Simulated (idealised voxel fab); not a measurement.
Title: Process Module voxel fin reveal
This is section cut - it's 250 nm across, gridded in 5 nm square cells.
Notation: cross-section as square-cell grid; stated in bands, top first, going down; one or more cell rows per band. Within each band entry, the heights of the top and of the bottom of the band appear first, in that order and in nm; the materials of the band then follow from left to right, each with its corresponding width in nm. The designation "all across" on a single material indicates that it fills the band from edge to edge; the designation "empty" indicates empty space. The level at which height equals 0 is the one under which the wafer, as it arrives, is entirely one material. No lower edge exists for the bottom band, which continues downward and is notated as in "z 0 and below". A width such as "30->40" changes by the same amount from each row of cells to the next, from the band's top row to its bottom row. Any step labelled "all unchanged" changed none of the cells in the cross-section. "Enclosed void list": empty spaces of 8 cells or more with no open way to the top, each given as width x height at distance, distance from the left edge, all in nm. On each step's line, the part that comes after the settings is the simulator's own comment on the step. overlay nm: how far to the right of its planned place the mask lay on this masked step (negative: to the left).

# Below is the list of planned process steps
1) RECEIVE [material Si]
2) CONFORMAL_DEP [material SiN] [thk nm 5]
3) DIRECTIONAL_DEP [material aC] [thk nm 15]
4) PATTERN [tone cover] [mask id FINS] [material resist] [width nm 15] [pitch nm 35] [thk nm 30] [overlay nm 0]
5) DIRECTIONAL_ETCH [etch materials aC] [depth nm 15]
6) STRIP [etch materials resist]
7) DIRECTIONAL_ETCH [etch materials SiN] [depth nm 5]
8) DIRECTIONAL_ETCH [etch materials Si] [depth nm 35]
9) STRIP [etch materials aC]
10) OXIDIZE [depth nm 5]
11) FILL_DEP [material SiO2] [thk nm 5]
12) CMP [height nm 5]
13) SELECTIVE_ETCH [etch materials SiO2] [depth nm 20]
14) STRIP [etch materials SiN]
15) CONFORMAL_DEP [material SiO2] [thk nm 5]

# As-received wafer cross-section (after step 1)
- z 0 and below = Si all across
- Enclosed void list: none

# Cross-sectional result after module completion. Note: starting condition and plan are unchanged from above; one processing mistake was made
- z 5 to 0 = empty: 100, SiO2: 15, empty: 20, SiO2: 15, empty: 100
- z 0 to -10 = empty: 100, SiO2: 5, Si: 5, SiO2: 5, empty: 20, SiO2: 5, Si: 5, SiO2: 5, empty: 100
- z -10 to -30 = SiO2: 105, Si: 5, SiO2: 30, Si: 5, SiO2: 105
- z -30 and below = Si all across
- Enclosed void list: none
Against the plan, the run slipped here: step 8 went in with a setting other than planned; the actual run was DIRECTIONAL_ETCH [etch materials Si] [depth nm 25]
